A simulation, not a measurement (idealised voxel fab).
This section sets out a process module, namely voxel transistor to metal.
This is section cut - it's 175 nm across, gridded in 5 nm square cells.
Cross-section spec: square-cell grid; bands listed top down; each band is one or more rows.
Heads up on the band format: heights come first, top then bottom, in nm. After that it's the materials left to right, each with its width in nm. A single material flagged "edge to edge" fills the whole band edge to edge, and "empty" means there's empty space there.
Note: height 0 marks the level under which the wafer is uniformly one material as received. Lowest band unbounded below, written "z 0 and below".
The two numbers in a width such as "30..40" mark its ends across the band: the first belongs to the top row of cells, the second to the bottom row, and from each row to the next the width moves by the same amount.
Given "remained the same" for a step, no cell of the cross-section differs between before and after that step.
"Trapped cavities" contains a list of empty spaces, each no smaller than 8 cells and without an open way to the top, written in the form width x height at distance with the distance from the left edge and all three in nm.
It should be noted that, on the line of a given step, the content following the step's settings is a remark produced by the simulator itself with respect to that step.
overlay nm: step with mask; distance mask lay right of planned place; negative value = left of planned place.

Plan
- 1: RECEIVE,material Si
- 2: OXIDIZE,depth nm 5
- 3: CONFORMAL_DEP,material SiN,thk nm 15
- 4: PATTERN,tone cover,mask id ACTIVE,material resist,width nm 105,thk nm 15,overlay nm 0
- 5: DIRECTIONAL_ETCH,etch materials SiN,depth nm 15
- 6: DIRECTIONAL_ETCH,etch materials SiO2,depth nm 5
- 7: DIRECTIONAL_ETCH,etch materials Si,depth nm 30
- 8: STRIP,etch materials resist
- 9: OXIDIZE,depth nm 5
- 10: FILL_DEP,material SiO2,thk nm 15
- 11: CMP,height nm 15
- 12: SELECTIVE_ETCH,etch materials SiO2,depth nm 5
- 13: STRIP,etch materials SiN
- 14: SELECTIVE_ETCH,etch materials SiO2,depth nm 5
- 15: OXIDIZE,depth nm 5
- 16: DIRECTIONAL_DEP,material polySi,thk nm 30
- 17: DIRECTIONAL_DEP,material SiCN,thk nm 10
- 18: DIRECTIONAL_DEP,material aC,thk nm 10
- 19: PATTERN,tone cover,mask id GATE,material resist,width nm 25,thk nm 30,overlay nm 0
- 20: DIRECTIONAL_ETCH,etch materials aC,depth nm 10
- 21: STRIP,etch materials resist
- 22: DIRECTIONAL_ETCH,etch materials SiCN,depth nm 20
- 23: DIRECTIONAL_ETCH,etch materials polySi,depth nm 40
- 24: STRIP,etch materials aC
- 25: CONFORMAL_DEP,material SiN,thk nm 10
- 26: DIRECTIONAL_ETCH,etch materials SiN,depth nm 10
- 27: DIRECTIONAL_ETCH,etch materials SiO2,depth nm 5
- 28: DIRECTIONAL_ETCH,etch materials Si,depth nm 10
- 29: EPI,material SiGe,thk nm 10
- 30: FILL_DEP,material SiO2,thk nm 10
- 31: CMP,height nm 25
- 32: STRIP,etch materials polySi
- 33: SELECTIVE_ETCH,etch materials SiO2,depth nm 5
- 34: CONFORMAL_DEP,material HfO2,thk nm 5
- 35: CONFORMAL_DEP,material TiN,thk nm 5
- 36: FILL_DEP,material W,thk nm 5
- 37: CMP,height nm 20
- 38: DIRECTIONAL_DEP,material SiO2,thk nm 15
- 39: MASKED_ETCH,tone open,mask id CONTACT,width nm 15,pitch nm 75,etch materials SiO2,depth nm 45,overlay nm 0
- 40: CONFORMAL_DEP,material TiN,thk nm 5
- 41: FILL_DEP,material Ru,thk nm 5
- 42: CMP,height nm 35
- 43: DIRECTIONAL_DEP,material TiN,thk nm 5
- 44: DIRECTIONAL_DEP,material W,thk nm 25
- 45: DIRECTIONAL_DEP,material aC,thk nm 15
- 46: PATTERN,tone cover,mask id METAL_1,material resist,width nm 20,pitch nm 75,thk nm 35,overlay nm 0
- 47: DIRECTIONAL_ETCH,etch materials aC,depth nm 15
- 48: STRIP,etch materials resist
- 49: DIRECTIONAL_ETCH,etch materials W,depth nm 25
- 50: DIRECTIONAL_ETCH,etch materials TiN,depth nm 5
- 51: STRIP,etch materials aC
- 52: FILL_DEP,material SiO2,thk nm 5
- 53: CMP,height nm 65
- 54: CONFORMAL_DEP,material SiCN,thk nm 5
- 55: DIRECTIONAL_DEP,material lowk,thk nm 30
- 56: DIRECTIONAL_DEP,material aC,thk nm 15
- 57: PATTERN,tone open,mask id METAL_2,material resist,width nm 20,pitch nm 75,thk nm 30,overlay nm 0
- 58: DIRECTIONAL_ETCH,etch materials aC,depth nm 15
- 59: STRIP,etch materials resist
- 60: DIRECTIONAL_ETCH,etch materials lowk,depth nm 15
- 61: STRIP,etch materials aC
- 62: DIRECTIONAL_DEP,material aC,thk nm 15
- 63: PATTERN,tone open,mask id METAL_2_HOLES,material resist,width nm 15,pitch nm 75,thk nm 30,overlay nm 0
- 64: DIRECTIONAL_ETCH,etch materials aC,depth nm 15
- 65: STRIP,etch materials resist
- 66: DIRECTIONAL_ETCH,etch materials lowk,depth nm 15
- 67: DIRECTIONAL_ETCH,etch materials SiCN,depth nm 5
- 68: STRIP,etch materials aC
- 69: CONFORMAL_DEP,material TiN,thk nm 5
- 70: FILL_DEP,material Cu,thk nm 5
- 71: CMP,height nm 100
- 72: CONFORMAL_DEP,material SiN,thk nm 5
Variable across wafers: step 39 width nm (plan value is that of the first wafer; starting state common to all).

As received, i.e. after step 1: cross-section through the first of several wafers
z 0 and below = Si edge to edge
Trapped cavities: none

Module end state after final step 72: cross-section of the first of several wafers
z 105 to 100 = SiN edge to edge
z 100 to 90 = lowk (40), TiN (5), Cu (10), TiN (5), lowk (55), TiN (5), Cu (10), TiN (5), lowk (40)
z 90 to 85 = lowk (40), TiN (5), Cu (5), TiN (10), lowk (55), TiN (5), Cu (5), TiN (10), lowk (40)
z 85 to 70 = lowk (40), TiN (5), Cu (5), TiN (5), lowk (60), TiN (5), Cu (5), TiN (5), lowk (45)
z 70 to 65 = SiCN (40), TiN (15), SiCN (60), TiN (15), SiCN (45)
z 65 to 40 = SiO2 (40), W (20), SiO2 (55), W (20), SiO2 (40)
z 40 to 35 = SiO2 (40), TiN (20), SiO2 (55), TiN (20), SiO2 (40)
z 35 to 20 = SiO2 (45), TiN (5), Ru (5), TiN (5), SiO2 (60), TiN (5), Ru (5), TiN (5), SiO2 (40)
z 20 to 5 = SiO2 (45), TiN (5), Ru (5), TiN (5), SiO2 (5), SiN (10), HfO2 (5), TiN (5), W (5), TiN (5), HfO2 (5), SiN (10), SiO2 (10), TiN (5), Ru (5), TiN (5), SiO2 (40)
z 5 to 0 = SiO2 (30), SiN (10), SiO2 (5), TiN (15), SiO2 (5), SiN (10), HfO2 (5), TiN (5), W (5), TiN (5), HfO2 (5), SiN (10), SiO2 (10), TiN (5), Ru (5), TiN (5), SiN (10), SiO2 (30)
z 0 to -5 = SiO2 (30), SiN (10), SiO2 (5), TiN (10), SiGe (10), SiN (10), HfO2 (5), TiN (15), HfO2 (5), SiN (10), SiGe (10), TiN (5), Ru (5), TiN (5), SiN (10), SiO2 (30)
z -5 to -10 = SiO2 (45), TiN (10), SiGe (10), SiO2 (5), HfO2 (35), SiO2 (5), SiGe (10), TiN (15), SiO2 (40)
z -10 to -20 = SiO2 (40), SiGe (25), Si (45), SiGe (25), SiO2 (40)
z -20 to -40 = SiO2 (40), Si (95), SiO2 (40)
z -40 and below = Si edge to edge
Trapped cavities: none

Here's the last wafer cross-sectioned at the end of the module
z 105 to 100 = SiN edge to edge
z 100 to 90 = lowk (40), TiN (5), Cu (10), TiN (5), lowk (55), TiN (5), Cu (10), TiN (5), lowk (40)
z 90 to 85 = lowk (40), TiN (5), Cu (5), TiN (10), lowk (55), TiN (5), Cu (5), TiN (10), lowk (40)
z 85 to 70 = lowk (40), TiN (5), Cu (5), TiN (5), lowk (60), TiN (5), Cu (5), TiN (5), lowk (45)
z 70 to 65 = SiCN (40), TiN (15), SiCN (60), TiN (15), SiCN (45)
z 65 to 40 = SiO2 (40), W (20), SiO2 (55), W (20), SiO2 (40)
z 40 to 35 = SiO2 (40), TiN (20), SiO2 (55), TiN (20), SiO2 (40)
z 35 to 25 = SiO2 (35), TiN (5), Ru (25), TiN (5), SiO2 (40), TiN (5), Ru (25), TiN (5), SiO2 (30)
z 25 to 20 = SiO2 (35), TiN (5), Ru (20), TiN (10), SiO2 (40), TiN (5), Ru (25), TiN (5), SiO2 (30)
z 20 to 10 = SiO2 (35), TiN (5), Ru (20), TiN (5), SiN (10), HfO2 (5), TiN (5), W (5), TiN (5), HfO2 (5), SiN (10), TiN (5), Ru (25), TiN (5), SiO2 (30)
z 10 to 5 = SiO2 (35), TiN (10), Ru (15), TiN (5), SiN (10), HfO2 (5), TiN (5), W (5), TiN (5), HfO2 (5), SiN (10), TiN (5), Ru (15), TiN (15), SiO2 (30)
z 5 to 0 = SiO2 (30), SiN (10), TiN (5), Ru (5), TiN (15), SiN (10), HfO2 (5), TiN (5), W (5), TiN (5), HfO2 (5), SiN (10), TiN (15), Ru (5), TiN (5), SiN (10), SiO2 (30)
z 0 to -5 = SiO2 (30), SiN (10), TiN (5), Ru (5), TiN (5), SiGe (10), SiN (10), HfO2 (5), TiN (15), HfO2 (5), SiN (10), SiGe (10), TiN (5), Ru (5), TiN (5), SiN (10), SiO2 (30)
z -5 to -10 = SiO2 (40), TiN (15), SiGe (10), SiO2 (5), HfO2 (35), SiO2 (5), SiGe (10), TiN (15), SiO2 (40)
z -10 to -20 = SiO2 (40), SiGe (25), Si (45), SiGe (25), SiO2 (40)
z -20 to -40 = SiO2 (40), Si (95), SiO2 (40)
z -40 and below = Si edge to edge
Trapped cavities: none

Tabulated below, wafer by wafer, are the end-of-module results: for each material, the number of cells gained (+) or lost (-) relative to the as-received state, followed by the closed voids
width nm 15, +16 Cu, +17 HfO2, +14 Ru, -186 Si, +29 SiCN, +28 SiGe, +63 SiN, +453 SiO2, +89 TiN, +44 W, +168 lowk, Trapped cavities: none
width nm 20, +16 Cu, +17 HfO2, +28 Ru, -186 Si, +29 SiCN, +28 SiGe, +63 SiN, +437 SiO2, +91 TiN, +44 W, +168 lowk, Trapped cavities: none
width nm 25, +16 Cu, +17 HfO2, +39 Ru, -186 Si, +29 SiCN, +28 SiGe, +63 SiN, +424 SiO2, +93 TiN, +44 W, +168 lowk, Trapped cavities: none
width nm 30, +16 Cu, +17 HfO2, +50 Ru, -186 Si, +29 SiCN, +28 SiGe, +63 SiN, +411 SiO2, +95 TiN, +44 W, +168 lowk, Trapped cavities: none
width nm 35, +16 Cu, +17 HfO2, +57 Ru, -186 Si, +29 SiCN, +28 SiGe, +63 SiN, +402 SiO2, +97 TiN, +44 W, +168 lowk, Trapped cavities: none
